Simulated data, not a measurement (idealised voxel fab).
A process module follows: voxel self aligned contacts.
We display cut, a cross-section 225 nm in width whose square cells are each 5 nm.
Each cross-section below is a grid of square cells, stated as bands in top-down order, with one or more rows of cells making up each band. Read a band's entry like this: the first values are the height of its top and the height of its bottom in nm, and what follows is the sequence of materials from left to right, each with its width in nm. Note that "air" is empty space, and that a single material marked "edge to edge" reaches across the band from edge to edge. Heads up on the height convention: 0 is the point under which the incoming wafer is all one material, and the lowest band has no bottom, it just keeps going down, like "0 -> down". Width: "30 to 40" (first number = top row, second number = bottom row, same change from row to row of cells). Step marked "no modification"? Then no cell in the cross-section changed in it. The entry titled "Cavities, sealed" provides the empty spaces that have no open way to the top, restricted to those of 8 cells or more. Each is presented as width x height at distance, the distance being measured from the left edge, with all three in nm. The remark found on a step's line after its settings is issued by the simulator itself and pertains to that step. The optional step-line setting "overlay nm" applies to steps with a mask and quantifies how far to the right of its planned location the mask lay, a negative value indicating leftward placement.

### List of planned process steps
- 1: RECEIVE with material Si
- 2: CONFORMAL_DEP with material SiO2, thk nm 5
- 3: DIRECTIONAL_DEP with material polySi, thk nm 20
- 4: DIRECTIONAL_DEP with material SiN, thk nm 20
- 5: PATTERN with tone cover, mask id GATE, material resist, width nm 35, pitch nm 65, thk nm 15, overlay nm 0
- 6: DIRECTIONAL_ETCH with etch materials SiN, depth nm 20
- 7: DIRECTIONAL_ETCH with etch materials polySi, depth nm 20
- 8: STRIP with etch materials resist
- 9: CONFORMAL_DEP with material SiN, thk nm 5
- 10: DIRECTIONAL_ETCH with etch materials SiN, depth nm 5
- 11: FILL_DEP with material SiO2, thk nm 15
- 12: CMP with height nm 50
- 13: PATTERN with tone open, mask id CONTACT, material resist, width nm 40, thk nm 15, overlay nm 0
- 14: DIRECTIONAL_ETCH with etch materials SiO2, depth nm 50
- 15: STRIP with etch materials resist
- 16: CONFORMAL_DEP with material TiN, thk nm 5
- 17: FILL_DEP with material Ru, thk nm 10
- 18: CMP with height nm 50
- 19: CONFORMAL_DEP with material SiCN, thk nm 5

### First wafer out of two, processed as planned

### This is the cross-section of the wafer as we received it, i.e. after step 1
  0 -> down: Si edge to edge
  Cavities, sealed: none

### Wafer section view after processing step 2
  5 -> 0: SiO2 edge to edge
  Heights below 0 show no change.

### Wafer section view after processing step 3
  25 -> 5: polySi edge to edge
  Heights below 5 show no change.

### Wafer section view after processing step 4
  45 -> 25: SiN edge to edge
  Heights below 25 show no change.

### Wafer section view after processing step 5
  60 -> 45: 60 nm air; 35 nm resist; 30 nm air; 35 nm resist; 65 nm air
  Heights below 45 show no change.

### Wafer section view after processing step 6
  60 -> 45: 60 nm air; 35 nm resist; 30 nm air; 35 nm resist; 65 nm air
  45 -> 25: 60 nm air; 35 nm SiN; 30 nm air; 35 nm SiN; 65 nm air
  Heights below 25 show no change.

### Wafer section view after processing step 7
  60 -> 45: 60 nm air; 35 nm resist; 30 nm air; 35 nm resist; 65 nm air
  45 -> 25: 60 nm air; 35 nm SiN; 30 nm air; 35 nm SiN; 65 nm air
  25 -> 5: 60 nm air; 35 nm polySi; 30 nm air; 35 nm polySi; 65 nm air
  Heights below 5 show no change.

### Wafer section view after processing step 8
  45 -> 25: 60 nm air; 35 nm SiN; 30 nm air; 35 nm SiN; 65 nm air
  Heights below 25 show no change.

### Wafer section view after processing step 9
  50 -> 25: 55 nm air; 45 nm SiN; 20 nm air; 45 nm SiN; 60 nm air
  25 -> 10: 55 nm air; 5 nm SiN; 35 nm polySi; 5 nm SiN; 20 nm air; 5 nm SiN; 35 nm polySi; 5 nm SiN; 60 nm air
  10 -> 5: 60 nm SiN; 35 nm polySi; 30 nm SiN; 35 nm polySi; 65 nm SiN
  Heights below 5 show no change.

### Wafer section view after processing step 10
  45 -> 25: 55 nm air; 45 nm SiN; 20 nm air; 45 nm SiN; 60 nm air
  25 -> 5: 55 nm air; 5 nm SiN; 35 nm polySi; 5 nm SiN; 20 nm air; 5 nm SiN; 35 nm polySi; 5 nm SiN; 60 nm air
  Heights below 5 show no change.

### Wafer section view after processing step 11
  60 -> 45: SiO2 edge to edge
  45 -> 25: 55 nm SiO2; 45 nm SiN; 20 nm SiO2; 45 nm SiN; 60 nm SiO2
  25 -> 5: 55 nm SiO2; 5 nm SiN; 35 nm polySi; 5 nm SiN; 20 nm SiO2; 5 nm SiN; 35 nm polySi; 5 nm SiN; 60 nm SiO2
  Heights below 5 show no change.

### Wafer section view after processing step 12
  50 -> 45: SiO2 edge to edge
  Heights below 45 show no change.

### Wafer section view after processing step 13
  65 -> 50: 90 nm resist; 40 nm air; 95 nm resist
  Heights below 50 show no change.

### Wafer section view after processing step 14
  65 -> 50: 90 nm resist; 40 nm air; 95 nm resist
  50 -> 45: 90 nm SiO2; 40 nm air; 95 nm SiO2
  45 -> 25: 55 nm SiO2; 45 nm SiN; 20 nm air; 45 nm SiN; 60 nm SiO2
  25 -> 5: 55 nm SiO2; 5 nm SiN; 35 nm polySi; 5 nm SiN; 20 nm air; 5 nm SiN; 35 nm polySi; 5 nm SiN; 60 nm SiO2
  5 -> 0: 100 nm SiO2; 20 nm air; 105 nm SiO2
  Heights below 0 show no change.

### Wafer section view after processing step 15
  50 -> 45: 90 nm SiO2; 40 nm air; 95 nm SiO2
  Heights below 45 show no change.

### Wafer section view after processing step 16
  55 -> 50: 95 nm TiN; 30 nm air; 100 nm TiN
  50 -> 45: 90 nm SiO2; 15 nm TiN; 10 nm air; 15 nm TiN; 95 nm SiO2
  45 -> 25: 55 nm SiO2; 45 nm SiN; 5 nm TiN; 10 nm air; 5 nm TiN; 45 nm SiN; 60 nm SiO2
  25 -> 5: 55 nm SiO2; 5 nm SiN; 35 nm polySi; 5 nm SiN; 5 nm TiN; 10 nm air; 5 nm TiN; 5 nm SiN; 35 nm polySi; 5 nm SiN; 60 nm SiO2
  5 -> 0: 100 nm SiO2; 20 nm TiN; 105 nm SiO2
  Heights below 0 show no change.

### Wafer section view after processing step 17
  65 -> 55: Ru edge to edge
  55 -> 50: 95 nm TiN; 30 nm Ru; 100 nm TiN
  50 -> 45: 90 nm SiO2; 15 nm TiN; 10 nm Ru; 15 nm TiN; 95 nm SiO2
  45 -> 25: 55 nm SiO2; 45 nm SiN; 5 nm TiN; 10 nm Ru; 5 nm TiN; 45 nm SiN; 60 nm SiO2
  25 -> 5: 55 nm SiO2; 5 nm SiN; 35 nm polySi; 5 nm SiN; 5 nm TiN; 10 nm Ru; 5 nm TiN; 5 nm SiN; 35 nm polySi; 5 nm SiN; 60 nm SiO2
  Heights below 5 show no change.

### Wafer section view after processing step 18
  50 -> 45: 90 nm SiO2; 15 nm TiN; 10 nm Ru; 15 nm TiN; 95 nm SiO2
  Heights below 45 show no change.

### Wafer section view after processing step 19
  55 -> 50: SiCN edge to edge
  Heights below 50 show no change.

### Second wafer, same starting state and plan as the first, one mistake in the run, identical through step 2

### Second wafer, sectioned view, at step 3's planned end time
  25 -> 5: TiN edge to edge
  Heights below 5 show no change.

### Second wafer, sectioned view, at step 4's planned end time
  45 -> 25: SiN edge to edge
  Heights below 25 show no change.

### Second wafer, sectioned view, at step 5's planned end time
  60 -> 45: 60 nm air; 35 nm resist; 30 nm air; 35 nm resist; 65 nm air
  Heights below 45 show no change.

### Second wafer, sectioned view, at step 6's planned end time
  60 -> 45: 60 nm air; 35 nm resist; 30 nm air; 35 nm resist; 65 nm air
  45 -> 25: 60 nm air; 35 nm SiN; 30 nm air; 35 nm SiN; 65 nm air
  Heights below 25 show no change.

Second wafer, sectioned view, at step 7's planned end time: no modification

### Second wafer, sectioned view, at step 8's planned end time
  45 -> 25: 60 nm air; 35 nm SiN; 30 nm air; 35 nm SiN; 65 nm air
  Heights below 25 show no change.

### Second wafer, sectioned view, at step 9's planned end time
  50 -> 30: 55 nm air; 45 nm SiN; 20 nm air; 45 nm SiN; 60 nm air
  30 -> 25: SiN edge to edge
  Heights below 25 show no change.

### Second wafer, sectioned view, at step 10's planned end time
  45 -> 25: 55 nm air; 45 nm SiN; 20 nm air; 45 nm SiN; 60 nm air
  Heights below 25 show no change.

### Second wafer, sectioned view, at step 11's planned end time
  60 -> 45: SiO2 edge to edge
  45 -> 25: 55 nm SiO2; 45 nm SiN; 20 nm SiO2; 45 nm SiN; 60 nm SiO2
  Heights below 25 show no change.

### Second wafer, sectioned view, at step 12's planned end time
  50 -> 45: SiO2 edge to edge
  Heights below 45 show no change.

### Second wafer, sectioned view, at step 13's planned end time
  65 -> 50: 90 nm resist; 40 nm air; 95 nm resist
  Heights below 50 show no change.

### Second wafer, sectioned view, at step 14's planned end time
  65 -> 50: 90 nm resist; 40 nm air; 95 nm resist
  50 -> 45: 90 nm SiO2; 40 nm air; 95 nm SiO2
  45 -> 25: 55 nm SiO2; 45 nm SiN; 20 nm air; 45 nm SiN; 60 nm SiO2
  Heights below 25 show no change.

### Second wafer, sectioned view, at step 15's planned end time
  50 -> 45: 90 nm SiO2; 40 nm air; 95 nm SiO2
  Heights below 45 show no change.

### Second wafer, sectioned view, at step 16's planned end time
  55 -> 50: 95 nm TiN; 30 nm air; 100 nm TiN
  50 -> 45: 90 nm SiO2; 15 nm TiN; 10 nm air; 15 nm TiN; 95 nm SiO2
  45 -> 30: 55 nm SiO2; 45 nm SiN; 5 nm TiN; 10 nm air; 5 nm TiN; 45 nm SiN; 60 nm SiO2
  30 -> 25: 55 nm SiO2; 45 nm SiN; 20 nm TiN; 45 nm SiN; 60 nm SiO2
  Heights below 25 show no change.

### Second wafer, sectioned view, at step 17's planned end time
  65 -> 55: Ru edge to edge
  55 -> 50: 95 nm TiN; 30 nm Ru; 100 nm TiN
  50 -> 45: 90 nm SiO2; 15 nm TiN; 10 nm Ru; 15 nm TiN; 95 nm SiO2
  45 -> 30: 55 nm SiO2; 45 nm SiN; 5 nm TiN; 10 nm Ru; 5 nm TiN; 45 nm SiN; 60 nm SiO2
  Heights below 30 show no change.

### Second wafer, sectioned view, at step 18's planned end time
  50 -> 45: 90 nm SiO2; 15 nm TiN; 10 nm Ru; 15 nm TiN; 95 nm SiO2
  Heights below 45 show no change.

### Second wafer, sectioned view, at step 19's planned end time
  55 -> 50: SiCN edge to edge
  Heights below 50 show no change.
It is concluded that the wafer was processed incorrectly with respect to the plan, in that off-plan run, step 3, actual operation and settings DIRECTIONAL_DEP with material TiN, thk nm 20
Wafer comparison, final, in cells, second relative to first, materials more or fewer: Ru -10 | SiN -16 | SiO2 -88 | TiN +170 | polySi -56
